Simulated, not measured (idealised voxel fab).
Documented hereafter: the process module known as voxel trench capacitor.
The width of the displayed cross-section, cut, is 235 nm; its cells are square, with a size of 5 nm.
Square cells in a grid make up a cross-section in this document, and the grid is given as bands, listed from the top down, each one or more rows of cells.
The entry gives the band's vertical extent as a top height and a bottom height in nm, then its horizontal make-up as materials from left to right, each with a width in nm. "empty" stands for empty space; a single material marked "everywhere" fills the band edge to edge.
Below 0: as-received wafer, all one material; heights counted from there. Lowest band: no bottom, goes on down, written "0..down".
The two numbers in a width such as "30->40" mark its ends across the band: the first belongs to the top row of cells, the second to the bottom row, and from each row to the next the width moves by the same amount.
Where the words "nothing was modified" appear for a step, the cross-section shows no cell changed by that step; every cell remained as before.
Each empty space that has no open way to the top and spans at least 8 cells appears under "Enclosed void inventory" as width x height at distance, the distance counted from the left edge, all in nm.
If you see something after the settings on a step's line, that's the simulator's own remark about that step.
The "overlay nm" setting may appear on a step's line; for a step that uses a mask, it gives how far to the right of its planned position the mask lay, and a negative value indicates the left.

# Set out below are the planned steps of the process
step 1: RECEIVE | material Si
step 2: CONFORMAL_DEP | material SiN | thk nm 5
step 3: MASKED_ETCH | tone open | mask id TRENCH | width nm 25 | pitch nm 40 | etch materials SiN | depth nm 5 | overlay nm 0
step 4: MASKED_ETCH | tone open | mask id TRENCH | width nm 25 | pitch nm 40 | etch materials Si | depth nm 35 | overlay nm 0
step 5: CONFORMAL_DEP | material HfO2 | thk nm 5
step 6: CONFORMAL_DEP | material TiN | thk nm 5
step 7: FILL_DEP | material W | thk nm 10
step 8: CMP | height nm 5

# Delivered wafer in cross-section: state after step 1
- 0..down  Si everywhere
- Enclosed void inventory: none

# Below is the wafer in cross-section after the module was completed. It began from the starting point shown above and followed the plan shown above, except that one mistake was made while running it
- 25..15  W everywhere
- 15..10  TiN 75 | W 5 | TiN 35 | W 5 | TiN 35 | W 5 | TiN 75
- 10..5  HfO2 70 | TiN 5 | W 5 | TiN 5 | HfO2 25 | TiN 5 | W 5 | TiN 5 | HfO2 25 | TiN 5 | W 5 | TiN 5 | HfO2 70
- 5..0  SiN 65 | HfO2 5 | TiN 5 | W 5 | TiN 5 | HfO2 5 | SiN 15 | HfO2 5 | TiN 5 | W 5 | TiN 5 | HfO2 5 | SiN 15 | HfO2 5 | TiN 5 | W 5 | TiN 5 | HfO2 5 | SiN 65
- 0..-25  Si 65 | HfO2 5 | TiN 5 | W 5 | TiN 5 | HfO2 5 | Si 15 | HfO2 5 | TiN 5 | W 5 | TiN 5 | HfO2 5 | Si 15 | HfO2 5 | TiN 5 | W 5 | TiN 5 | HfO2 5 | Si 65
- -25..-30  Si 65 | HfO2 5 | TiN 15 | HfO2 5 | Si 15 | HfO2 5 | TiN 15 | HfO2 5 | Si 15 | HfO2 5 | TiN 15 | HfO2 5 | Si 65
- -30..-35  Si 65 | HfO2 25 | Si 15 | HfO2 25 | Si 15 | HfO2 25 | Si 65
- -35..down  Si everywhere
- Enclosed void inventory: none
Want to know what went wrong? skipped: plan step 8 (never run)
